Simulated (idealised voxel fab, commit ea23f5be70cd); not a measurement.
Process module heading - voxel ribs on slabs
Square cell edge 5 nm, section width 260 nm, ID cut.
Cross-section, as written here: a square-cell grid given band by band from the top down, where a band holds one or more rows of cells. Band: top and bottom heights (nm) first, top before bottom; then materials from left to right, widths in nm. "everywhere" marks a sole material filling the band edge to edge. "air" denotes empty space. Convention: height 0 is the level below which the wafer, as received, is all one material. The lowest band does not terminate at the bottom but continues downward, represented as "0 and below". A width such as "30..40" changes by the same amount from each row of cells to the next, from the band's top row to its bottom row. No cell of the cross-section changed in a step that is given as "nothing changed". "Closed void list": empty spaces of 8 cells or more with no open way to the top, each given as width x height at distance, distance from the left edge, all in nm. The remark found on a step's line after its settings is issued by the simulator itself and pertains to that step. On any step carrying a mask, the "overlay nm" setting, if present on the step's line, tells how far right of its planned place the mask lay; negative values point to the left.
### Below is the list of planned process steps
1: op RECEIVE | material Si
2: op DIRECTIONAL_DEP | material SiO2 | thk nm 30
3: op DIRECTIONAL_DEP | material SiN | thk nm 15
4: op PATTERN | tone cover | mask id RIB | material resist | width nm 20 | thk nm 15 | overlay nm 0
5: op DIRECTIONAL_ETCH | etch materials SiN | depth nm 10
6: op STRIP | etch materials resist
7: op PATTERN | tone cover | mask id SLAB | material resist | width nm 50 | thk nm 20 | overlay nm 0
8: op DIRECTIONAL_ETCH | etch materials SiN | depth nm 5
9: op STRIP | etch materials resist
10: op FILL_DEP | material SiO2 | thk nm 20
11: op CMP | height nm 60
12: op DIRECTIONAL_DEP | material W | thk nm 5
13: op PATTERN | tone cover | mask id HEATER | material resist | width nm 30 | thk nm 20 | overlay nm 0
14: op DIRECTIONAL_ETCH | etch materials W | depth nm 5
15: op STRIP | etch materials resist
16: op CONFORMAL_DEP | material SiN | thk nm 10
### Wafer as received: cross-section following step 1
  0 and below  Si everywhere
  Closed void list: none
### Here's the wafer cut in cross-section after the module, started and planned just like above, except one thing was done wrong in the run
  75 down to 70  air 105 nm; SiN 50 nm; air 105 nm
  70 down to 65  SiN everywhere
  65 down to 60  SiN 115 nm; W 30 nm; SiN 115 nm
  60 down to 45  SiO2 everywhere
  45 down to 35  SiO2 120 nm; SiN 20 nm; SiO2 120 nm
  35 down to 30  SiO2 100 nm; SiN 50 nm; SiO2 110 nm
  30 down to 0  SiO2 everywhere
  0 and below  Si everywhere
  Closed void list: none
Deviation from plan: heads up, step 7 didn't go per plan, it actually ran as op PATTERN | tone cover | mask id SLAB | material resist | width nm 50 | thk nm 20 | overlay nm -5
